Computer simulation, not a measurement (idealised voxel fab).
Title: Process Module voxel transistor to metal
FYI the section here is cut, 200 nm wide, cells are 5 nm squares.
Square cells in a grid make up a cross-section in this document, and the grid is given as bands, listed from the top down, each one or more rows of cells.
Band entry format. Leading values: height of top, height of bottom, nm. Remainder: materials in left-to-right order, each with its width in nm. Special words: "all across" on a single material, which then fills the band edge to edge; "air", empty space.
Height reference: 0 = level under which incoming wafer is all one material. Lowest band: no bottom, runs on downward, e.g. "0..down".
Note: "30..40" means the width goes from the first number (top row of the band) to the second number (bottom row) in equal steps per row of cells.
The designation "remained unchanged", where it is given for a processing step, indicates that no cell of the cross-section was altered in the course of that step.
What "Closed void list" gives you is every empty space of 8 cells or more that is cut off from the top. Each appears as width x height at distance, with the distance taken from the left edge and width, height and distance all in nm.
The remark found on a step's line after its settings is issued by the simulator itself and pertains to that step.
The line of a step may include "overlay nm". On a step with a mask, this value is how far to the right of its planned place the mask lay. A negative value means the mask lay to the left.
This section lists the process steps that were planned:
1: RECEIVE with material Si
2: CONFORMAL_DEP with material SiO2, thk nm 5
3: CONFORMAL_DEP with material SiN, thk nm 10
4: MASKED_ETCH with tone cover, mask id ACTIVE, width nm 115, etch materials SiN, depth nm 10, overlay nm 0
5: MASKED_ETCH with tone cover, mask id ACTIVE, width nm 115, etch materials SiO2, depth nm 5, overlay nm 0
6: MASKED_ETCH with tone cover, mask id ACTIVE, width nm 115, etch materials Si, depth nm 35, overlay nm 0
7: FILL_DEP with material SiO2, thk nm 10
8: CMP with height nm 15
9: SELECTIVE_ETCH with etch materials SiO2, depth nm 10
10: STRIP with etch materials SiN
11: SELECTIVE_ETCH with etch materials SiO2, depth nm 5
12: OXIDIZE with depth nm 5
13: DIRECTIONAL_DEP with material polySi, thk nm 25
14: DIRECTIONAL_DEP with material SiCN, thk nm 15
15: PATTERN with tone cover, mask id GATE, material resist, width nm 35, thk nm 20, overlay nm 0
16: DIRECTIONAL_ETCH with etch materials SiCN, depth nm 25
17: DIRECTIONAL_ETCH with etch materials polySi, depth nm 35
18: STRIP with etch materials resist
19: CONFORMAL_DEP with material SiN, thk nm 5
20: DIRECTIONAL_ETCH with etch materials SiN, depth nm 5
21: DIRECTIONAL_ETCH with etch materials SiO2, depth nm 5
22: EPI with material nSi, thk nm 5
23: FILL_DEP with material SiO2, thk nm 5
24: CMP with height nm 25
25: STRIP with etch materials polySi
26: SELECTIVE_ETCH with etch materials SiO2, depth nm 5
27: CONFORMAL_DEP with material HfO2, thk nm 5
28: CONFORMAL_DEP with material TiN, thk nm 5
29: FILL_DEP with material W, thk nm 5
30: CMP with height nm 20
31: DIRECTIONAL_DEP with material SiO2, thk nm 15
32: DIRECTIONAL_DEP with material aC, thk nm 10
33: PATTERN with tone open, mask id CONTACT, material resist, width nm 15, pitch nm 90, thk nm 25, overlay nm 0
34: DIRECTIONAL_ETCH with etch materials aC, depth nm 10
35: STRIP with etch materials resist
36: DIRECTIONAL_ETCH with etch materials SiO2, depth nm 35
37: STRIP with etch materials aC
38: CONFORMAL_DEP with material TiN, thk nm 5
39: FILL_DEP with material W, thk nm 5
40: CMP with height nm 35
41: CONFORMAL_DEP with material SiCN, thk nm 5
42: DIRECTIONAL_DEP with material SiO2, thk nm 25
43: DIRECTIONAL_DEP with material aC, thk nm 15
44: PATTERN with tone open, mask id METAL_1, material resist, width nm 15, pitch nm 90, thk nm 30, overlay nm 0
45: DIRECTIONAL_ETCH with etch materials aC, depth nm 15
46: STRIP with etch materials resist
47: DIRECTIONAL_ETCH with etch materials SiO2, depth nm 25
48: DIRECTIONAL_ETCH with etch materials SiCN, depth nm 5
49: STRIP with etch materials aC
50: CONFORMAL_DEP with material TiN, thk nm 5
51: FILL_DEP with material Cu, thk nm 5
52: CMP with height nm 65
53: CONFORMAL_DEP with material SiCN, thk nm 5
54: DIRECTIONAL_DEP with material SiO2, thk nm 30
55: PATTERN with tone open, mask id METAL_2, material resist, width nm 15, pitch nm 90, thk nm 20, overlay nm 0
56: DIRECTIONAL_ETCH with etch materials SiO2, depth nm 20
57: STRIP with etch materials resist
58: MASKED_ETCH with tone open, mask id METAL_2_HOLES, width nm 15, pitch nm 90, etch materials SiO2, depth nm 10, overlay nm 0
59: MASKED_ETCH with tone open, mask id METAL_2_HOLES, width nm 15, pitch nm 90, etch materials SiCN, depth nm 5, overlay nm 0
60: CONFORMAL_DEP with material TiN, thk nm 5
61: FILL_DEP with material Ru, thk nm 10
62: CMP with height nm 100
63: CONFORMAL_DEP with material SiCN, thk nm 5
Wafer cross-section on receipt, i.e. after step 1:
  0..down | Si all across
  Closed void list: none
Module complete - cross-section of the first of two wafers, run according to plan:
  105..100 | SiCN all across
  100..70 | SiO2 (45), TiN (5), Ru (5), TiN (5), SiO2 (75), TiN (5), Ru (5), TiN (5), SiO2 (50)
  70..65 | SiCN (45), TiN (15), SiCN (75), TiN (15), SiCN (50)
  65..40 | SiO2 (45), TiN (5), Cu (5), TiN (5), SiO2 (75), TiN (5), Cu (5), TiN (5), SiO2 (50)
  40..35 | SiCN (45), TiN (15), SiCN (75), TiN (15), SiCN (50)
  35..20 | SiO2 (45), TiN (5), W (5), TiN (5), SiO2 (75), TiN (5), W (5), TiN (5), SiO2 (50)
  20..5 | SiO2 (45), TiN (5), W (5), TiN (5), SiO2 (15), SiN (5), HfO2 (5), TiN (5), W (15), TiN (5), HfO2 (5), SiN (5), SiO2 (15), TiN (5), W (5), TiN (5), SiO2 (50)
  5..0 | SiO2 (45), TiN (15), SiO2 (15), SiN (5), HfO2 (5), TiN (25), HfO2 (5), SiN (5), SiO2 (15), TiN (15), SiO2 (50)
  0..-5 | SiO2 (35), nSi (40), HfO2 (45), nSi (40), SiO2 (40)
  -5..-35 | SiO2 (40), Si (115), SiO2 (45)
  -35..down | Si all across
  Closed void list: none
End-of-module cross-section of the second wafer: identical starting point and process plan to the first, with one processing mistake:
  105..100 | SiCN all across
  100..70 | SiO2 (45), TiN (5), Ru (5), TiN (5), SiO2 (75), TiN (5), Ru (5), TiN (5), SiO2 (50)
  70..65 | SiCN (45), TiN (15), SiCN (75), TiN (15), SiCN (50)
  65..40 | SiO2 (45), TiN (5), Cu (5), TiN (5), SiO2 (75), TiN (5), Cu (5), TiN (5), SiO2 (50)
  40..35 | SiCN (45), TiN (15), SiCN (75), TiN (15), SiCN (50)
  35..20 | SiO2 (45), TiN (5), W (5), TiN (5), SiO2 (75), TiN (5), W (5), TiN (5), SiO2 (50)
  20..5 | SiO2 (45), TiN (5), W (5), TiN (5), SiO2 (15), SiN (5), HfO2 (5), TiN (5), W (15), TiN (5), HfO2 (5), SiN (5), SiO2 (15), TiN (5), W (5), TiN (5), SiO2 (50)
  5..0 | SiO2 (45), TiN (15), SiO2 (15), SiN (5), HfO2 (5), TiN (25), HfO2 (5), SiN (5), SiO2 (15), TiN (15), SiO2 (50)
  0..-5 | SiO2 (75), HfO2 (45), SiO2 (80)
  -5..-10 | SiO2 all across
  -10..-35 | SiO2 (40), Si (115), SiO2 (45)
  -35..down | Si all across
  Closed void list: none
Which mistake was made when the wafer was run? step 12 did not happen as planned, as run it was OXIDIZE with depth nm 10
FYI, end of process, the second wafer has more or fewer cells of some materials than the first: -23 Si, +39 SiO2, -16 nSi
